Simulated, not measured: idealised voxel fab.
Proc. module: voxel quadruple lines
Square cells of 5 nm make up the cross-section cut, whose width is 265 nm.
Cross-section layout: square cells on a grid; listed as bands, top to bottom; a band spans one or more cell rows.
Read a band's entry like this: the first values are the height of its top and the height of its bottom in nm, and what follows is the sequence of materials from left to right, each with its width in nm. Note that "air" is empty space, and that a single material marked "everywhere" reaches across the band from edge to edge.
Height datum 0, below which the as-received substrate wafer is one material. Lowest band open at the bottom, running downward: "0..down".
You'd read "30..40" like this: the band's top row of cells is as wide as the first number, its bottom row is as wide as the second, and going down, every row changes width by the same amount as the row before did.
"nothing different" means the step left every cell of the cross-section as it was.
"Closed-off voids": sealed empty spaces, 8 cells or more, no open way to top, listed width x height at distance, with distance from the left edge and width, height and distance in nm.
Text after the settings on a step's line: the simulator's own remark on that step.
"overlay nm", when on a step's line for a step with a mask, measures how far to the right of its planned place the mask lay; a negative measure means to the left.
# Set out below are the planned steps of the process
1: RECEIVE [material Si]
2: CONFORMAL_DEP [material Al2O3] [thk nm 5]
3: DIRECTIONAL_DEP [material Ru] [thk nm 15]
4: DIRECTIONAL_DEP [material polySi] [thk nm 20]
5: DIRECTIONAL_DEP [material aC] [thk nm 20]
6: PATTERN [tone cover] [mask id MANDREL] [material resist] [width nm 20] [thk nm 25] [overlay nm -15]
7: DIRECTIONAL_ETCH [etch materials aC] [depth nm 20]
8: STRIP [etch materials resist]
9: CONFORMAL_DEP [material SiO2] [thk nm 10]
10: DIRECTIONAL_ETCH [etch materials SiO2] [depth nm 10]
11: STRIP [etch materials aC]
12: DIRECTIONAL_ETCH [etch materials polySi] [depth nm 20]
13: STRIP [etch materials SiO2]
14: CONFORMAL_DEP [material SiN] [thk nm 5]
15: DIRECTIONAL_ETCH [etch materials SiN] [depth nm 5]
16: STRIP [etch materials polySi]
17: DIRECTIONAL_ETCH [etch materials Ru] [depth nm 15]
18: STRIP [etch materials SiN]
Split variable: overlay nm, step 6. Plan value = first wafer. Wafers start alike.
# Cross-section: the first of several wafers in its as-received state, i.e. following step 1
    0..down: Si everywhere
    Closed-off voids: none
# Cross-section of the first of several wafers, taken after step 18, where the module ends
    20..5: 90 of air; 5 of Ru; 10 of air; 5 of Ru; 10 of air; 5 of Ru; 10 of air; 5 of Ru; 125 of air
    5..0: Al2O3 everywhere
    0..down: Si everywhere
    Closed-off voids: none
# The last wafer as seen in cross-section at the end of the module
    20..5: 120 of air; 5 of Ru; 10 of air; 5 of Ru; 10 of air; 5 of Ru; 10 of air; 5 of Ru; 95 of air
    5..0: Al2O3 everywhere
    0..down: Si everywhere
    Closed-off voids: none
# Tabulated below, wafer by wafer, are the end-of-module results: for each material, the number of cells gained (+) or lost (-) relative to the as-received state, followed by the closed voids
overlay nm -15; +53 Al2O3; +12 Ru; Closed-off voids: none
overlay nm -10; +53 Al2O3; +12 Ru; Closed-off voids: none
overlay nm -5; +53 Al2O3; +12 Ru; Closed-off voids: none
overlay nm 0; +53 Al2O3; +12 Ru; Closed-off voids: none
overlay nm 5; +53 Al2O3; +12 Ru; Closed-off voids: none
overlay nm 10; +53 Al2O3; +12 Ru; Closed-off voids: none
overlay nm 15; +53 Al2O3; +12 Ru; Closed-off voids: none
